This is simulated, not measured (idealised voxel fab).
Presented below is a process module, voxel wiring stack.
Each square cell in cross-section cut measures 5 nm, and the section as a whole is 220 nm wide.
Cross-section = grid of square cells, listed top down in bands; band = one or more rows. Heights first: top, then bottom, in nm. Then materials, left to right, each with a width in nm. "everywhere" on a single material: fills the band edge to edge. "blank": empty space. The reference from which all heights are counted is 0, the level beneath which the as-received wafer is entirely one material; the lowest band, having no lower bound, proceeds downward and is written after the example "top 0, no bottom". Top row gets the first number, bottom row gets the second, and each row in between changes by the same step: that is how a band width like "30->40" works. Step note "no alteration" = no cross-section cell changed. Any empty space of 8 cells or more lacking an open way to the top shows up in "Sealed internal cavities" as width x height at distance, distance from the left edge, in nm. Whatever follows a step's settings on its line is a remark the simulator itself makes about that step. If you see "overlay nm" on a step's line and that step has a mask, it's telling you how far right of where it was planned the mask ended up; a negative number means it went left instead.
-- The process steps that were planned are listed below
1,RECEIVE,material Si
2,CONFORMAL_DEP,material SiO2,thk nm 10
3,DIRECTIONAL_DEP,material TiN,thk nm 5
4,DIRECTIONAL_DEP,material Ru,thk nm 20
5,DIRECTIONAL_DEP,material aC,thk nm 15
6,PATTERN,tone cover,mask id METAL_1,material resist,width nm 20,pitch nm 45,thk nm 35,overlay nm 0
7,DIRECTIONAL_ETCH,etch materials aC,depth nm 15
8,STRIP,etch materials resist
9,DIRECTIONAL_ETCH,etch materials Ru,depth nm 20
10,DIRECTIONAL_ETCH,etch materials TiN,depth nm 5
11,STRIP,etch materials aC
12,CONFORMAL_DEP,material SiCN,thk nm 5
13,FILL_DEP,material lowk,thk nm 5
14,CMP,height nm 35
15,CONFORMAL_DEP,material SiCN,thk nm 5
16,DIRECTIONAL_DEP,material lowk,thk nm 15
17,DIRECTIONAL_DEP,material aC,thk nm 10
18,PATTERN,tone open,mask id PLUG_1,material resist,width nm 15,pitch nm 45,thk nm 25,overlay nm 0
19,DIRECTIONAL_ETCH,etch materials aC,depth nm 10
20,STRIP,etch materials resist
21,DIRECTIONAL_ETCH,etch materials lowk,depth nm 15
22,DIRECTIONAL_ETCH,etch materials SiCN,depth nm 5
23,STRIP,etch materials aC
24,EPI,material Ru,thk nm 10
25,EPI,material Ru,thk nm 10
26,DIRECTIONAL_DEP,material TiN,thk nm 5
27,DIRECTIONAL_DEP,material W,thk nm 25
28,DIRECTIONAL_DEP,material aC,thk nm 15
29,PATTERN,tone cover,mask id METAL_2,material resist,width nm 20,pitch nm 45,thk nm 30,overlay nm 0
30,DIRECTIONAL_ETCH,etch materials aC,depth nm 15
31,STRIP,etch materials resist
32,DIRECTIONAL_ETCH,etch materials W,depth nm 25
33,DIRECTIONAL_ETCH,etch materials TiN,depth nm 5
34,STRIP,etch materials aC
35,FILL_DEP,material lowk,thk nm 10
36,CMP,height nm 85
37,CONFORMAL_DEP,material SiCN,thk nm 5
38,DIRECTIONAL_DEP,material lowk,thk nm 30
39,PATTERN,tone open,mask id METAL_3,material resist,width nm 20,pitch nm 45,thk nm 20,overlay nm 0
40,DIRECTIONAL_ETCH,etch materials lowk,depth nm 15
41,STRIP,etch materials resist
42,MASKED_ETCH,tone open,mask id METAL_3_HOLES,width nm 15,pitch nm 45,etch materials lowk,depth nm 15,overlay nm 0
43,MASKED_ETCH,tone open,mask id METAL_3_HOLES,width nm 15,pitch nm 45,etch materials SiCN,depth nm 5,overlay nm 0
44,CONFORMAL_DEP,material TiN,thk nm 5
45,FILL_DEP,material Cu,thk nm 5
46,CMP,height nm 120
47,CONFORMAL_DEP,material SiN,thk nm 5
-- Delivered wafer in cross-section: state after step 1
* top 0, no bottom: Si everywhere
* Sealed internal cavities: none
-- Cross-section, first of two wafers, end of module, run as planned
* top 125, bottom 120: SiN everywhere
* top 120, bottom 110: 75 of lowk, 5 of TiN, 10 of Cu, 5 of TiN, 25 of lowk, 5 of TiN, 10 of Cu, 5 of TiN, 80 of lowk
* top 110, bottom 105: 75 of lowk, 5 of TiN, 5 of Cu, 10 of TiN, 25 of lowk, 5 of TiN, 5 of Cu, 10 of TiN, 80 of lowk
* top 105, bottom 90: 75 of lowk, 5 of TiN, 5 of Cu, 5 of TiN, 30 of lowk, 5 of TiN, 5 of Cu, 5 of TiN, 85 of lowk
* top 90, bottom 85: 75 of SiCN, 15 of TiN, 30 of SiCN, 15 of TiN, 85 of SiCN
* top 85, bottom 60: 75 of lowk, 20 of W, 25 of lowk, 20 of W, 80 of lowk
* top 60, bottom 55: 75 of lowk, 20 of TiN, 25 of lowk, 20 of TiN, 80 of lowk
* top 55, bottom 40: 75 of lowk, 15 of Ru, 30 of lowk, 15 of Ru, 85 of lowk
* top 40, bottom 35: 75 of SiCN, 15 of Ru, 30 of SiCN, 15 of Ru, 85 of SiCN
* top 35, bottom 15: 70 of lowk, 5 of SiCN, 20 of Ru, 5 of SiCN, 15 of lowk, 5 of SiCN, 20 of Ru, 5 of SiCN, 75 of lowk
* top 15, bottom 10: 75 of SiCN, 20 of TiN, 25 of SiCN, 20 of TiN, 80 of SiCN
* top 10, bottom 0: SiO2 everywhere
* top 0, no bottom: Si everywhere
* Sealed internal cavities: none
-- Wafer two cross-section, module end. Start and plan unchanged from wafer one; one mistake made during the run
* top 125, bottom 120: SiN everywhere
* top 120, bottom 110: 75 of lowk, 5 of TiN, 10 of Cu, 5 of TiN, 25 of lowk, 5 of TiN, 10 of Cu, 5 of TiN, 80 of lowk
* top 110, bottom 105: 75 of lowk, 5 of TiN, 5 of Cu, 10 of TiN, 25 of lowk, 5 of TiN, 5 of Cu, 10 of TiN, 80 of lowk
* top 105, bottom 90: 75 of lowk, 5 of TiN, 5 of Cu, 5 of TiN, 30 of lowk, 5 of TiN, 5 of Cu, 5 of TiN, 85 of lowk
* top 90, bottom 85: 75 of SiCN, 15 of TiN, 30 of SiCN, 15 of TiN, 85 of SiCN
* top 85, bottom 60: 80 of lowk, 20 of W, 25 of lowk, 20 of W, 75 of lowk
* top 60, bottom 55: 80 of lowk, 20 of TiN, 25 of lowk, 20 of TiN, 75 of lowk
* top 55, bottom 40: 75 of lowk, 15 of Ru, 30 of lowk, 15 of Ru, 85 of lowk
* top 40, bottom 35: 75 of SiCN, 15 of Ru, 30 of SiCN, 15 of Ru, 85 of SiCN
* top 35, bottom 15: 70 of lowk, 5 of SiCN, 20 of Ru, 5 of SiCN, 15 of lowk, 5 of SiCN, 20 of Ru, 5 of SiCN, 75 of lowk
* top 15, bottom 10: 75 of SiCN, 20 of TiN, 25 of SiCN, 20 of TiN, 80 of SiCN
* top 10, bottom 0: SiO2 everywhere
* top 0, no bottom: Si everywhere
* Sealed internal cavities: none
What went wrong in running the wafer? step 29 ran with different settings than intended, the actual operation and settings being PATTERN,tone cover,mask id METAL_2,material resist,width nm 20,pitch nm 45,thk nm 30,overlay nm 5
Comparing end states, the material composition by cell count is preserved from the first wafer to the second, while the locations of the cells are not.
